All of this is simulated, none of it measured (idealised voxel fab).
process module | voxel capacitor over wiring
Displayed cross-section: cut, width of 275 nm, square cells sized 5 nm.
Format of a cross-section: grid, square cells. Given as bands. Order: top down. Band: one or more rows of cells. The band entry comprises the height of the band's top followed by the height of its bottom, expressed in nm, and subsequently the band's materials from left to right, each stated together with its width in nm. Where a single material is marked with the word "throughout", that material fills the band from edge to edge. The word "empty" represents empty space. It should be noted that heights are counted from 0, beneath which the wafer as supplied is of one material throughout, and that the lowest band possesses no lower boundary but continues downward, as written in "0..down". The two numbers in a width such as "30..40" mark its ends across the band: the first belongs to the top row of cells, the second to the bottom row, and from each row to the next the width moves by the same amount. "remains unaltered", as given for a step, is the statement that not any cell of the cross-section underwent a change during that step. Fully enclosed voids: empty space of 8 cells or more with no open way to the top, each as width x height at its distance from the left edge, in nm. The remark found on a step's line after its settings is issued by the simulator itself and pertains to that step. Among the settings permitted on a step's line is "overlay nm"; applied to a step with a mask, it specifies the extent to which the mask lay to the right of its planned position, whereas a negative figure signifies a position to the left.
Listed below are the process steps as planned
step 1: RECEIVE with material Si
step 2: CONFORMAL_DEP with material SiO2, thk nm 10
step 3: DIRECTIONAL_DEP with material TiN, thk nm 5
step 4: DIRECTIONAL_DEP with material Ru, thk nm 20
step 5: PATTERN with tone cover, mask id METAL_1, material resist, width nm 20, pitch nm 75, thk nm 20, overlay nm 0
step 6: DIRECTIONAL_ETCH with etch materials Ru, depth nm 20
step 7: DIRECTIONAL_ETCH with etch materials TiN, depth nm 5
step 8: STRIP with etch materials resist
step 9: CONFORMAL_DEP with material SiN, thk nm 5
step 10: FILL_DEP with material SiO2, thk nm 5
step 11: CMP with height nm 35
step 12: CONFORMAL_DEP with material SiCN, thk nm 5
step 13: DIRECTIONAL_DEP with material SiO2, thk nm 15
step 14: DIRECTIONAL_DEP with material aC, thk nm 15
step 15: PATTERN with tone open, mask id PLUG_1, material resist, width nm 15, thk nm 30, overlay nm 0
step 16: DIRECTIONAL_ETCH with etch materials aC, depth nm 15
step 17: STRIP with etch materials resist
step 18: DIRECTIONAL_ETCH with etch materials SiO2, depth nm 15
step 19: DIRECTIONAL_ETCH with etch materials SiCN, depth nm 5
step 20: STRIP with etch materials aC
step 21: CONFORMAL_DEP with material TiN, thk nm 5
step 22: FILL_DEP with material Ru, thk nm 5
step 23: CMP with height nm 55
step 24: DIRECTIONAL_DEP with material TiN, thk nm 5
step 25: DIRECTIONAL_DEP with material Al2O3, thk nm 5
step 26: DIRECTIONAL_DEP with material TiN, thk nm 5
step 27: MASKED_ETCH with tone cover, mask id UPPER_PLATE, width nm 60, etch materials TiN, depth nm 5, overlay nm 0
step 28: MASKED_ETCH with tone cover, mask id UPPER_PLATE, width nm 60, etch materials Al2O3, depth nm 5, overlay nm 0
step 29: PATTERN with tone cover, mask id LOWER_PLATE, material resist, width nm 70, thk nm 15, overlay nm 0
step 30: DIRECTIONAL_ETCH with etch materials TiN, depth nm 5
step 31: STRIP with etch materials resist
step 32: FILL_DEP with material SiO2, thk nm 15
step 33: CMP with height nm 80
step 34: PATTERN with tone open, mask id PLUG_2, material resist, width nm 15, thk nm 20, overlay nm 0
step 35: DIRECTIONAL_ETCH with etch materials SiO2, depth nm 10
step 36: STRIP with etch materials resist
step 37: CONFORMAL_DEP with material TiN, thk nm 5
step 38: FILL_DEP with material Ru, thk nm 5
step 39: CMP with height nm 80
step 40: CONFORMAL_DEP with material SiCN, thk nm 5
Concerning the first of two wafers, which was run in accordance with the plan
This is the cross-section of the wafer as we received it, i.e. after step 1
	0..down: Si throughout
	Fully enclosed voids: none
After step 2, in cross-section
	10..0: SiO2 throughout
	Below a height of 0, the structure has not been altered.
After step 3, in cross-section
	15..10: TiN throughout
	Below a height of 10, the structure has not been altered.
After step 4, in cross-section
	35..15: Ru throughout
	Below a height of 15, the structure has not been altered.
After step 5, in cross-section
	55..35: empty (90) / resist (20) / empty (55) / resist (20) / empty (90)
	Below a height of 35, the structure has not been altered.
After step 6, in cross-section
	55..35: empty (90) / resist (20) / empty (55) / resist (20) / empty (90)
	35..15: empty (90) / Ru (20) / empty (55) / Ru (20) / empty (90)
	Below a height of 15, the structure has not been altered.
After step 7, in cross-section
	55..35: empty (90) / resist (20) / empty (55) / resist (20) / empty (90)
	35..15: empty (90) / Ru (20) / empty (55) / Ru (20) / empty (90)
	15..10: empty (90) / TiN (20) / empty (55) / TiN (20) / empty (90)
	Below a height of 10, the structure has not been altered.
After step 8, in cross-section
	35..15: empty (90) / Ru (20) / empty (55) / Ru (20) / empty (90)
	Below a height of 15, the structure has not been altered.
After step 9, in cross-section
	40..35: empty (85) / SiN (30) / empty (45) / SiN (30) / empty (85)
	35..15: empty (85) / SiN (5) / Ru (20) / SiN (5) / empty (45) / SiN (5) / Ru (20) / SiN (5) / empty (85)
	15..10: SiN (90) / TiN (20) / SiN (55) / TiN (20) / SiN (90)
	Below a height of 10, the structure has not been altered.
After step 10, in cross-section
	45..40: SiO2 throughout
	40..35: SiO2 (85) / SiN (30) / SiO2 (45) / SiN (30) / SiO2 (85)
	35..15: SiO2 (85) / SiN (5) / Ru (20) / SiN (5) / SiO2 (45) / SiN (5) / Ru (20) / SiN (5) / SiO2 (85)
	Below a height of 15, the structure has not been altered.
After step 11, in cross-section
	35..15: SiO2 (85) / SiN (5) / Ru (20) / SiN (5) / SiO2 (45) / SiN (5) / Ru (20) / SiN (5) / SiO2 (85)
	Below a height of 15, the structure has not been altered.
After step 12, in cross-section
	40..35: SiCN throughout
	Below a height of 35, the structure has not been altered.
After step 13, in cross-section
	55..40: SiO2 throughout
	Below a height of 40, the structure has not been altered.
After step 14, in cross-section
	70..55: aC throughout
	Below a height of 55, the structure has not been altered.
After step 15, in cross-section
	100..70: resist (95) / empty (15) / resist (165)
	Below a height of 70, the structure has not been altered.
After step 16, in cross-section
	85..70: resist (95) / empty (15) / resist (165)
	70..55: aC (95) / empty (15) / aC (165)
	Below a height of 55, the structure has not been altered.
After step 17, in cross-section
	70..55: aC (95) / empty (15) / aC (165)
	Below a height of 55, the structure has not been altered.
After step 18, in cross-section
	70..55: aC (95) / empty (15) / aC (165)
	55..40: SiO2 (95) / empty (15) / SiO2 (165)
	Below a height of 40, the structure has not been altered.
After step 19, in cross-section
	70..55: aC (95) / empty (15) / aC (165)
	55..40: SiO2 (95) / empty (15) / SiO2 (165)
	40..35: SiCN (95) / empty (15) / SiCN (165)
	Below a height of 35, the structure has not been altered.
After step 20, in cross-section
	55..40: SiO2 (95) / empty (15) / SiO2 (165)
	Below a height of 40, the structure has not been altered.
After step 21, in cross-section
	60..55: TiN (100) / empty (5) / TiN (170)
	55..40: SiO2 (95) / TiN (5) / empty (5) / TiN (5) / SiO2 (165)
	40..35: SiCN (95) / TiN (15) / SiCN (165)
	Below a height of 35, the structure has not been altered.
After step 22, in cross-section
	65..60: Ru throughout
	60..55: TiN (100) / Ru (5) / TiN (170)
	55..40: SiO2 (95) / TiN (5) / Ru (5) / TiN (5) / SiO2 (165)
	Below a height of 40, the structure has not been altered.
After step 23, in cross-section
	55..40: SiO2 (95) / TiN (5) / Ru (5) / TiN (5) / SiO2 (165)
	Below a height of 40, the structure has not been altered.
After step 24, in cross-section
	60..55: TiN throughout
	Below a height of 55, the structure has not been altered.
After step 25, in cross-section
	65..60: Al2O3 throughout
	Below a height of 60, the structure has not been altered.
After step 26, in cross-section
	70..65: TiN throughout
	Below a height of 65, the structure has not been altered.
After step 27, in cross-section
	70..65: empty (95) / TiN (60) / empty (120)
	Below a height of 65, the structure has not been altered.
After step 28, in cross-section
	70..65: empty (95) / TiN (60) / empty (120)
	65..60: empty (95) / Al2O3 (60) / empty (120)
	Below a height of 60, the structure has not been altered.
After step 29, in cross-section
	85..70: empty (90) / resist (70) / empty (115)
	70..65: empty (90) / resist (5) / TiN (60) / resist (5) / empty (115)
	65..60: empty (90) / resist (5) / Al2O3 (60) / resist (5) / empty (115)
	Below a height of 60, the structure has not been altered.
After step 30, in cross-section
	85..70: empty (90) / resist (70) / empty (115)
	70..65: empty (90) / resist (5) / TiN (60) / resist (5) / empty (115)
	65..60: empty (90) / resist (5) / Al2O3 (60) / resist (5) / empty (115)
	60..55: empty (90) / TiN (70) / empty (115)
	Below a height of 55, the structure has not been altered.
After step 31, in cross-section
	70..65: empty (95) / TiN (60) / empty (120)
	65..60: empty (95) / Al2O3 (60) / empty (120)
	Below a height of 60, the structure has not been altered.
After step 32, in cross-section
	85..70: SiO2 throughout
	70..65: SiO2 (95) / TiN (60) / SiO2 (120)
	65..60: SiO2 (95) / Al2O3 (60) / SiO2 (120)
	60..55: SiO2 (90) / TiN (70) / SiO2 (115)
	Below a height of 55, the structure has not been altered.
After step 33, in cross-section
	80..70: SiO2 throughout
	Below a height of 70, the structure has not been altered.
After step 34, in cross-section
	100..80: resist (105) / empty (15) / resist (155)
	Below a height of 80, the structure has not been altered.
After step 35, in cross-section
	100..80: resist (105) / empty (15) / resist (155)
	80..70: SiO2 (105) / empty (15) / SiO2 (155)
	Below a height of 70, the structure has not been altered.
After step 36, in cross-section
	80..70: SiO2 (105) / empty (15) / SiO2 (155)
	Below a height of 70, the structure has not been altered.
After step 37, in cross-section
	85..80: TiN (110) / empty (5) / TiN (160)
	80..75: SiO2 (105) / TiN (5) / empty (5) / TiN (5) / SiO2 (155)
	75..65: SiO2 (105..95) / TiN (15..60) / SiO2 (155..120)
	Below a height of 65, the structure has not been altered.
After step 38, in cross-section
	90..85: Ru throughout
	85..80: TiN (110) / Ru (5) / TiN (160)
	80..75: SiO2 (105) / TiN (5) / Ru (5) / TiN (5) / SiO2 (155)
	Below a height of 75, the structure has not been altered.
After step 39, in cross-section
	80..75: SiO2 (105) / TiN (5) / Ru (5) / TiN (5) / SiO2 (155)
	Below a height of 75, the structure has not been altered.
After step 40, in cross-section
	85..80: SiCN throughout
	Below a height of 80, the structure has not been altered.
Regarding the second of the two wafers: it shared the first wafer's starting condition and process plan, yet one error occurred during its execution. Its history coincides with that of the first wafer up to and including step 39
Second wafer, cut view, end of step 40 per plan
	95..80: SiCN throughout
	Below a height of 80, the structure has not been altered.
Diagnosis: step 40 off recipe, ran as CONFORMAL_DEP with material SiCN, thk nm 15
In the final state, the cell counts of the second wafer exceed or fall short of those of the first for the following materials: 110 more of SiCN
